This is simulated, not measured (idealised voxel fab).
Process module in this document: voxel ribs on slabs
The cross-section shown here is cut; it is 190 nm wide and divided into square cells measuring 5 nm on a side.
Each cross-section below is a grid of square cells, stated as bands in top-down order, with one or more rows of cells making up each band.
Band: top and bottom heights (nm) first, top before bottom; then materials from left to right, widths in nm. "everywhere" marks a sole material filling the band edge to edge. "air" denotes empty space.
All heights in this document are referenced to 0, defined as the level beneath which the wafer, as received, consists entirely of one material. The lowest band is not bounded below; it extends indefinitely downward and is written in the form "z 0 and below".
The expression "30..40" gives the width at the extremes of the band, the first number at its top row of cells and the second at its bottom row, with the width changing by equal amounts from each row to the next in between.
"left unchanged" -> step changed no cross-section cell.
So "Closed void inventory" is basically the list of trapped voids: any empty space of 8 cells or more that can't reach the top through an opening. They're written width x height at distance, the distance being from the left edge, and it's all nm.
Text after the settings on a step's line: the simulator's own remark on that step.
overlay nm: mask right of planned place by this much (step with mask). Neg. = left.

### Process steps - plan
- 1: RECEIVE: material Si
- 2: DIRECTIONAL_DEP: material SiO2, thk nm 25
- 3: DIRECTIONAL_DEP: material polySi, thk nm 25
- 4: DIRECTIONAL_DEP: material aC, thk nm 15
- 5: PATTERN: tone cover, mask id RIB, material resist, width nm 30, thk nm 35, overlay nm 0
- 6: DIRECTIONAL_ETCH: etch materials aC, depth nm 15
- 7: STRIP: etch materials resist
- 8: DIRECTIONAL_ETCH: etch materials polySi, depth nm 10
- 9: STRIP: etch materials aC
- 10: MASKED_ETCH: tone cover, mask id SLAB, width nm 90, etch materials polySi, depth nm 15, overlay nm 0
- 11: FILL_DEP: material SiO2, thk nm 20
- 12: CMP: height nm 65
- 13: DIRECTIONAL_DEP: material W, thk nm 5
- 14: PATTERN: tone cover, mask id HEATER, material resist, width nm 40, thk nm 15, overlay nm 0
- 15: DIRECTIONAL_ETCH: etch materials W, depth nm 5
- 16: STRIP: etch materials resist
- 17: CONFORMAL_DEP: material SiO2, thk nm 5

### First of two wafers, processed according to plan

### The cross-section here shows the wafer as received, i.e. in its state after step 1
  z 0 and below = Si everywhere
  Closed void inventory: none

### Step 2 complete: cross-section through the wafer
  z 25 to 0 = SiO2 everywhere
  Unchanged below 0.

### Step 3 complete: cross-section through the wafer
  z 50 to 25 = polySi everywhere
  Unchanged below 25.

### Step 4 complete: cross-section through the wafer
  z 65 to 50 = aC everywhere
  Unchanged below 50.

### Step 5 complete: cross-section through the wafer
  z 100 to 65 = air (80); resist (30); air (80)
  Unchanged below 65.

### Step 6 complete: cross-section through the wafer
  z 85 to 65 = air (80); resist (30); air (80)
  z 65 to 50 = air (80); aC (30); air (80)
  Unchanged below 50.

### Step 7 complete: cross-section through the wafer
  z 65 to 50 = air (80); aC (30); air (80)
  Unchanged below 50.

### Step 8 complete: cross-section through the wafer
  z 65 to 50 = air (80); aC (30); air (80)
  z 50 to 40 = air (80); polySi (30); air (80)
  Unchanged below 40.

### Step 9 complete: cross-section through the wafer
  z 50 to 40 = air (80); polySi (30); air (80)
  Unchanged below 40.

### Step 10 complete: cross-section through the wafer
  z 50 to 40 = air (80); polySi (30); air (80)
  z 40 to 25 = air (50); polySi (90); air (50)
  Unchanged below 25.

### Step 11 complete: cross-section through the wafer
  z 70 to 50 = SiO2 everywhere
  z 50 to 40 = SiO2 (80); polySi (30); SiO2 (80)
  z 40 to 25 = SiO2 (50); polySi (90); SiO2 (50)
  Unchanged below 25.

### Step 12 complete: cross-section through the wafer
  z 65 to 50 = SiO2 everywhere
  Unchanged below 50.

### Step 13 complete: cross-section through the wafer
  z 70 to 65 = W everywhere
  Unchanged below 65.

### Step 14 complete: cross-section through the wafer
  z 85 to 70 = air (75); resist (40); air (75)
  Unchanged below 70.

### Step 15 complete: cross-section through the wafer
  z 85 to 70 = air (75); resist (40); air (75)
  z 70 to 65 = air (75); W (40); air (75)
  Unchanged below 65.

### Step 16 complete: cross-section through the wafer
  z 70 to 65 = air (75); W (40); air (75)
  Unchanged below 65.

### Step 17 complete: cross-section through the wafer
  z 75 to 70 = air (70); SiO2 (50); air (70)
  z 70 to 65 = SiO2 (75); W (40); SiO2 (75)
  Unchanged below 65.

### The remaining wafer, second of the two, started like the first and was run to the same plan, except that one mistake was made along the way; the two coincide through step 11, inclusive

### Second wafer, section view, time point: scheduled end of step 12
  z 55 to 50 = SiO2 everywhere
  Unchanged below 50.

### Second wafer, section view, time point: scheduled end of step 13
  z 60 to 55 = W everywhere
  Unchanged below 55.

### Second wafer, section view, time point: scheduled end of step 14
  z 75 to 60 = air (75); resist (40); air (75)
  Unchanged below 60.

### Second wafer, section view, time point: scheduled end of step 15
  z 75 to 60 = air (75); resist (40); air (75)
  z 60 to 55 = air (75); W (40); air (75)
  Unchanged below 55.

### Second wafer, section view, time point: scheduled end of step 16
  z 60 to 55 = air (75); W (40); air (75)
  Unchanged below 55.

### Second wafer, section view, time point: scheduled end of step 17
  z 65 to 60 = air (70); SiO2 (50); air (70)
  z 60 to 55 = SiO2 (75); W (40); SiO2 (75)
  Unchanged below 55.
Where did the run depart from the plan? step 12, actual vs plan mismatch, actual run CMP: height nm 55
Final difference in cells, second wafer against first, listed per material as more or fewer: SiO2 -76
